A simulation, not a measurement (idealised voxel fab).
process module | voxel ribs on slabs
cross-section cut | 255 nm wide | cells 5 nm
A cross-section is a grid of square cells, given in bands from the top down. A band is one or more rows of cells.
Each band's line starts with the height of the band's top and of its bottom, in nm. Then come its materials from left to right, each with its width in nm. One material with "throughout" fills the band from edge to edge. "air" is empty space.
Height 0 is the level under which the wafer as received is all one material. The lowest band goes on downwards, as in "0 down".
A width such as "30 to 40" changes by the same amount from each row of cells to the next, from the band's top row to its bottom row.
"no change" after a step means that no cell of the cross-section changed.
closed voids: empty space of 8 cells or more with no open way to the top, each as width x height at its distance from the left edge, in nm
after a step's settings: what the simulator itself notes on the step
overlay nm, on a step with a mask: how far to the right of its planned place the mask lay; to the left if negative
plan
1 op RECEIVE | material Si
2 op DIRECTIONAL_DEP | material SiO2 | thk nm 25
3 op DIRECTIONAL_DEP | material polySi | thk nm 15
4 op MASKED_ETCH | tone cover | mask id RIB | width nm 30 | etch materials polySi | depth nm 5 | overlay nm 0
5 op DIRECTIONAL_DEP | material aC | thk nm 10
6 op PATTERN | tone cover | mask id SLAB | material resist | width nm 70 | thk nm 30 | overlay nm 0
7 op DIRECTIONAL_ETCH | etch materials aC | depth nm 10
8 op STRIP | etch materials resist
9 op DIRECTIONAL_ETCH | etch materials polySi | depth nm 10
10 op STRIP | etch materials aC
11 op FILL_DEP | material SiO2 | thk nm 30
12 op CMP | height nm 60
13 op DIRECTIONAL_DEP | material TiN | thk nm 10
14 op MASKED_ETCH | tone cover | mask id HEATER | width nm 40 | etch materials TiN | depth nm 10 | overlay nm 0
15 op CONFORMAL_DEP | material SiO2 | thk nm 5
as received, after step 1
  0 down: Si throughout
  closed voids: none
a wafer at the end: this start, this plan, one mistake
  75 to 70: air 100 | SiO2 50 | air 105
  70 to 65: air 100 | SiO2 5 | TiN 40 | SiO2 5 | air 105
  65 to 60: SiO2 105 | TiN 40 | SiO2 110
  60 to 50: SiO2 90 | polySi 70 | SiO2 95
  50 to 0: SiO2 throughout
  0 down: Si throughout
  closed voids: none
what went wrong: step 2 was run twice
